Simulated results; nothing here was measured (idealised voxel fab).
Module name: voxel capacitor over wiring (process module)
FYI the section here is cut, 275 nm wide, cells are 5 nm squares.
Cross-section, as written here: a square-cell grid given band by band from the top down, where a band holds one or more rows of cells.
This entry defines a band. It first specifies the height of the band's top and the height of its bottom in nm, and then specifies the band's materials from left to right, stating each material with its width in nm. The word "all across" identifies a single material that fills the band from edge to edge, while the word "empty" identifies empty space.
It should be noted that heights are counted from 0, beneath which the wafer as supplied is of one material throughout, and that the lowest band possesses no lower boundary but continues downward, as written in "z 0 and below".
Width spec "30 to 40" -> top row of cells at first value, bottom row at second value, equal per-row change in between.
When a step is marked "no alterations made", none of the cells in the cross-section changed during that step.
If an empty space has no open way to the top and is at least 8 cells in size, "Enclosed void catalog" lists it, written width x height at distance, where distance is measured from the left edge and every value is in nm.
On a step's line, text after the settings is the simulator commenting on that step.
overlay nm: where the mask lay relative to plan, measured to the right, on steps with a mask; negatives go left.

Set out below are the planned steps of the process
1: RECEIVE, material Si
2: CONFORMAL_DEP, material SiO2, thk nm 10
3: DIRECTIONAL_DEP, material TiN, thk nm 5
4: DIRECTIONAL_DEP, material Ru, thk nm 20
5: PATTERN, tone cover, mask id METAL_1, material resist, width nm 20, pitch nm 75, thk nm 20, overlay nm 0
6: DIRECTIONAL_ETCH, etch materials Ru, depth nm 20
7: DIRECTIONAL_ETCH, etch materials TiN, depth nm 5
8: STRIP, etch materials resist
9: CONFORMAL_DEP, material SiN, thk nm 5
10: FILL_DEP, material SiO2, thk nm 5
11: CMP, height nm 35
12: CONFORMAL_DEP, material SiCN, thk nm 5
13: DIRECTIONAL_DEP, material SiO2, thk nm 15
14: DIRECTIONAL_DEP, material aC, thk nm 15
15: PATTERN, tone open, mask id PLUG_1, material resist, width nm 15, thk nm 30, overlay nm 0
16: DIRECTIONAL_ETCH, etch materials aC, depth nm 15
17: STRIP, etch materials resist
18: DIRECTIONAL_ETCH, etch materials SiO2, depth nm 15
19: DIRECTIONAL_ETCH, etch materials SiCN, depth nm 5
20: STRIP, etch materials aC
21: CONFORMAL_DEP, material TiN, thk nm 5
22: FILL_DEP, material Ru, thk nm 5
23: CMP, height nm 55
24: DIRECTIONAL_DEP, material TiN, thk nm 5
25: DIRECTIONAL_DEP, material Al2O3, thk nm 5
26: DIRECTIONAL_DEP, material TiN, thk nm 5
27: MASKED_ETCH, tone cover, mask id UPPER_PLATE, width nm 60, etch materials TiN, depth nm 5, overlay nm 0
28: MASKED_ETCH, tone cover, mask id UPPER_PLATE, width nm 60, etch materials Al2O3, depth nm 5, overlay nm 0
29: PATTERN, tone cover, mask id LOWER_PLATE, material resist, width nm 70, thk nm 15, overlay nm 0
30: DIRECTIONAL_ETCH, etch materials TiN, depth nm 5
31: STRIP, etch materials resist
32: FILL_DEP, material SiO2, thk nm 15
33: CMP, height nm 80
34: PATTERN, tone open, mask id PLUG_2, material resist, width nm 15, thk nm 20, overlay nm 0
35: DIRECTIONAL_ETCH, etch materials SiO2, depth nm 10
36: STRIP, etch materials resist
37: CONFORMAL_DEP, material TiN, thk nm 5
38: FILL_DEP, material Ru, thk nm 5
39: CMP, height nm 80
40: CONFORMAL_DEP, material SiCN, thk nm 5

First of two wafers, processed according to plan

As received (post step 1): cross-section
	z 0 and below = Si all across
	Enclosed void catalog: none

How the wafer stands in section after step 2
	z 10 to 0 = SiO2 all across
	No changes below 0.

How the wafer stands in section after step 3
	z 15 to 10 = TiN all across
	No changes below 10.

How the wafer stands in section after step 4
	z 35 to 15 = Ru all across
	No changes below 15.

How the wafer stands in section after step 5
	z 55 to 35 = empty: 90 | resist: 20 | empty: 55 | resist: 20 | empty: 90
	No changes below 35.

How the wafer stands in section after step 6
	z 55 to 35 = empty: 90 | resist: 20 | empty: 55 | resist: 20 | empty: 90
	z 35 to 15 = empty: 90 | Ru: 20 | empty: 55 | Ru: 20 | empty: 90
	No changes below 15.

How the wafer stands in section after step 7
	z 55 to 35 = empty: 90 | resist: 20 | empty: 55 | resist: 20 | empty: 90
	z 35 to 15 = empty: 90 | Ru: 20 | empty: 55 | Ru: 20 | empty: 90
	z 15 to 10 = empty: 90 | TiN: 20 | empty: 55 | TiN: 20 | empty: 90
	No changes below 10.

How the wafer stands in section after step 8
	z 35 to 15 = empty: 90 | Ru: 20 | empty: 55 | Ru: 20 | empty: 90
	No changes below 15.

How the wafer stands in section after step 9
	z 40 to 35 = empty: 85 | SiN: 30 | empty: 45 | SiN: 30 | empty: 85
	z 35 to 15 = empty: 85 | SiN: 5 | Ru: 20 | SiN: 5 | empty: 45 | SiN: 5 | Ru: 20 | SiN: 5 | empty: 85
	z 15 to 10 = SiN: 90 | TiN: 20 | SiN: 55 | TiN: 20 | SiN: 90
	No changes below 10.

How the wafer stands in section after step 10
	z 45 to 40 = SiO2 all across
	z 40 to 35 = SiO2: 85 | SiN: 30 | SiO2: 45 | SiN: 30 | SiO2: 85
	z 35 to 15 = SiO2: 85 | SiN: 5 | Ru: 20 | SiN: 5 | SiO2: 45 | SiN: 5 | Ru: 20 | SiN: 5 | SiO2: 85
	No changes below 15.

How the wafer stands in section after step 11
	z 35 to 15 = SiO2: 85 | SiN: 5 | Ru: 20 | SiN: 5 | SiO2: 45 | SiN: 5 | Ru: 20 | SiN: 5 | SiO2: 85
	No changes below 15.

How the wafer stands in section after step 12
	z 40 to 35 = SiCN all across
	No changes below 35.

How the wafer stands in section after step 13
	z 55 to 40 = SiO2 all across
	No changes below 40.

How the wafer stands in section after step 14
	z 70 to 55 = aC all across
	No changes below 55.

How the wafer stands in section after step 15
	z 100 to 70 = resist: 95 | empty: 15 | resist: 165
	No changes below 70.

How the wafer stands in section after step 16
	z 85 to 70 = resist: 95 | empty: 15 | resist: 165
	z 70 to 55 = aC: 95 | empty: 15 | aC: 165
	No changes below 55.

How the wafer stands in section after step 17
	z 70 to 55 = aC: 95 | empty: 15 | aC: 165
	No changes below 55.

How the wafer stands in section after step 18
	z 70 to 55 = aC: 95 | empty: 15 | aC: 165
	z 55 to 40 = SiO2: 95 | empty: 15 | SiO2: 165
	No changes below 40.

How the wafer stands in section after step 19
	z 70 to 55 = aC: 95 | empty: 15 | aC: 165
	z 55 to 40 = SiO2: 95 | empty: 15 | SiO2: 165
	z 40 to 35 = SiCN: 95 | empty: 15 | SiCN: 165
	No changes below 35.

How the wafer stands in section after step 20
	z 55 to 40 = SiO2: 95 | empty: 15 | SiO2: 165
	No changes below 40.

How the wafer stands in section after step 21
	z 60 to 55 = TiN: 100 | empty: 5 | TiN: 170
	z 55 to 40 = SiO2: 95 | TiN: 5 | empty: 5 | TiN: 5 | SiO2: 165
	z 40 to 35 = SiCN: 95 | TiN: 15 | SiCN: 165
	No changes below 35.

How the wafer stands in section after step 22
	z 65 to 60 = Ru all across
	z 60 to 55 = TiN: 100 | Ru: 5 | TiN: 170
	z 55 to 40 = SiO2: 95 | TiN: 5 | Ru: 5 | TiN: 5 | SiO2: 165
	No changes below 40.

How the wafer stands in section after step 23
	z 55 to 40 = SiO2: 95 | TiN: 5 | Ru: 5 | TiN: 5 | SiO2: 165
	No changes below 40.

How the wafer stands in section after step 24
	z 60 to 55 = TiN all across
	No changes below 55.

How the wafer stands in section after step 25
	z 65 to 60 = Al2O3 all across
	No changes below 60.

How the wafer stands in section after step 26
	z 70 to 65 = TiN all across
	No changes below 65.

How the wafer stands in section after step 27
	z 70 to 65 = empty: 95 | TiN: 60 | empty: 120
	No changes below 65.

How the wafer stands in section after step 28
	z 70 to 65 = empty: 95 | TiN: 60 | empty: 120
	z 65 to 60 = empty: 95 | Al2O3: 60 | empty: 120
	No changes below 60.

How the wafer stands in section after step 29
	z 85 to 70 = empty: 90 | resist: 70 | empty: 115
	z 70 to 65 = empty: 90 | resist: 5 | TiN: 60 | resist: 5 | empty: 115
	z 65 to 60 = empty: 90 | resist: 5 | Al2O3: 60 | resist: 5 | empty: 115
	No changes below 60.

How the wafer stands in section after step 30
	z 85 to 70 = empty: 90 | resist: 70 | empty: 115
	z 70 to 65 = empty: 90 | resist: 5 | TiN: 60 | resist: 5 | empty: 115
	z 65 to 60 = empty: 90 | resist: 5 | Al2O3: 60 | resist: 5 | empty: 115
	z 60 to 55 = empty: 90 | TiN: 70 | empty: 115
	No changes below 55.

How the wafer stands in section after step 31
	z 70 to 65 = empty: 95 | TiN: 60 | empty: 120
	z 65 to 60 = empty: 95 | Al2O3: 60 | empty: 120
	No changes below 60.

How the wafer stands in section after step 32
	z 85 to 70 = SiO2 all across
	z 70 to 65 = SiO2: 95 | TiN: 60 | SiO2: 120
	z 65 to 60 = SiO2: 95 | Al2O3: 60 | SiO2: 120
	z 60 to 55 = SiO2: 90 | TiN: 70 | SiO2: 115
	No changes below 55.

How the wafer stands in section after step 33
	z 80 to 70 = SiO2 all across
	No changes below 70.

How the wafer stands in section after step 34
	z 100 to 80 = resist: 105 | empty: 15 | resist: 155
	No changes below 80.

How the wafer stands in section after step 35
	z 100 to 80 = resist: 105 | empty: 15 | resist: 155
	z 80 to 70 = SiO2: 105 | empty: 15 | SiO2: 155
	No changes below 70.

How the wafer stands in section after step 36
	z 80 to 70 = SiO2: 105 | empty: 15 | SiO2: 155
	No changes below 70.

How the wafer stands in section after step 37
	z 85 to 80 = TiN: 110 | empty: 5 | TiN: 160
	z 80 to 75 = SiO2: 105 | TiN: 5 | empty: 5 | TiN: 5 | SiO2: 155
	z 75 to 65 = SiO2: 105 to 95 | TiN: 15 to 60 | SiO2: 155 to 120
	No changes below 65.

How the wafer stands in section after step 38
	z 90 to 85 = Ru all across
	z 85 to 80 = TiN: 110 | Ru: 5 | TiN: 160
	z 80 to 75 = SiO2: 105 | TiN: 5 | Ru: 5 | TiN: 5 | SiO2: 155
	No changes below 75.

How the wafer stands in section after step 39
	z 80 to 75 = SiO2: 105 | TiN: 5 | Ru: 5 | TiN: 5 | SiO2: 155
	No changes below 75.

How the wafer stands in section after step 40
	z 85 to 80 = SiCN all across
	No changes below 80.

What follows concerns the second wafer, which started out like the first and was meant to follow the very same plan; one mistake crept in when it was run, but everything up to and including step 25 is the same as for the first wafer

Cross-sectional view of the second wafer at the intended end time of process step 26: no alterations made

Cross-sectional view of the second wafer at the intended end time of process step 27: no alterations made

Cross-sectional view of the second wafer at the intended end time of process step 28
	z 65 to 60 = empty: 95 | Al2O3: 60 | empty: 120
	No changes below 60.

Cross-sectional view of the second wafer at the intended end time of process step 29
	z 80 to 65 = empty: 90 | resist: 70 | empty: 115
	z 65 to 60 = empty: 90 | resist: 5 | Al2O3: 60 | resist: 5 | empty: 115
	No changes below 60.

Cross-sectional view of the second wafer at the intended end time of process step 30
	z 80 to 65 = empty: 90 | resist: 70 | empty: 115
	z 65 to 60 = empty: 90 | resist: 5 | Al2O3: 60 | resist: 5 | empty: 115
	z 60 to 55 = empty: 90 | TiN: 70 | empty: 115
	No changes below 55.

Cross-sectional view of the second wafer at the intended end time of process step 31
	z 65 to 60 = empty: 95 | Al2O3: 60 | empty: 120
	No changes below 60.

Cross-sectional view of the second wafer at the intended end time of process step 32
	z 80 to 65 = SiO2 all across
	z 65 to 60 = SiO2: 95 | Al2O3: 60 | SiO2: 120
	z 60 to 55 = SiO2: 90 | TiN: 70 | SiO2: 115
	No changes below 55.

Cross-sectional view of the second wafer at the intended end time of process step 33: no alterations made

Cross-sectional view of the second wafer at the intended end time of process step 34
	z 100 to 80 = resist: 105 | empty: 15 | resist: 155
	No changes below 80.

Cross-sectional view of the second wafer at the intended end time of process step 35
	z 100 to 80 = resist: 105 | empty: 15 | resist: 155
	z 80 to 70 = SiO2: 105 | empty: 15 | SiO2: 155
	No changes below 70.

Cross-sectional view of the second wafer at the intended end time of process step 36
	z 80 to 70 = SiO2: 105 | empty: 15 | SiO2: 155
	No changes below 70.

Cross-sectional view of the second wafer at the intended end time of process step 37
	z 85 to 80 = TiN: 110 | empty: 5 | TiN: 160
	z 80 to 75 = SiO2: 105 | TiN: 5 | empty: 5 | TiN: 5 | SiO2: 155
	z 75 to 70 = SiO2: 105 | TiN: 15 | SiO2: 155
	No changes below 70.

Cross-sectional view of the second wafer at the intended end time of process step 38
	z 90 to 85 = Ru all across
	z 85 to 80 = TiN: 110 | Ru: 5 | TiN: 160
	z 80 to 75 = SiO2: 105 | TiN: 5 | Ru: 5 | TiN: 5 | SiO2: 155
	No changes below 75.

Cross-sectional view of the second wafer at the intended end time of process step 39
	z 80 to 75 = SiO2: 105 | TiN: 5 | Ru: 5 | TiN: 5 | SiO2: 155
	No changes below 75.

Cross-sectional view of the second wafer at the intended end time of process step 40
	z 85 to 80 = SiCN all across
	No changes below 80.
what went wrong: step 26 of the plan was excluded from execution and never run
At the finish, the second wafer shows more or fewer cells for some materials than the first does: +12 SiO2 | -12 TiN
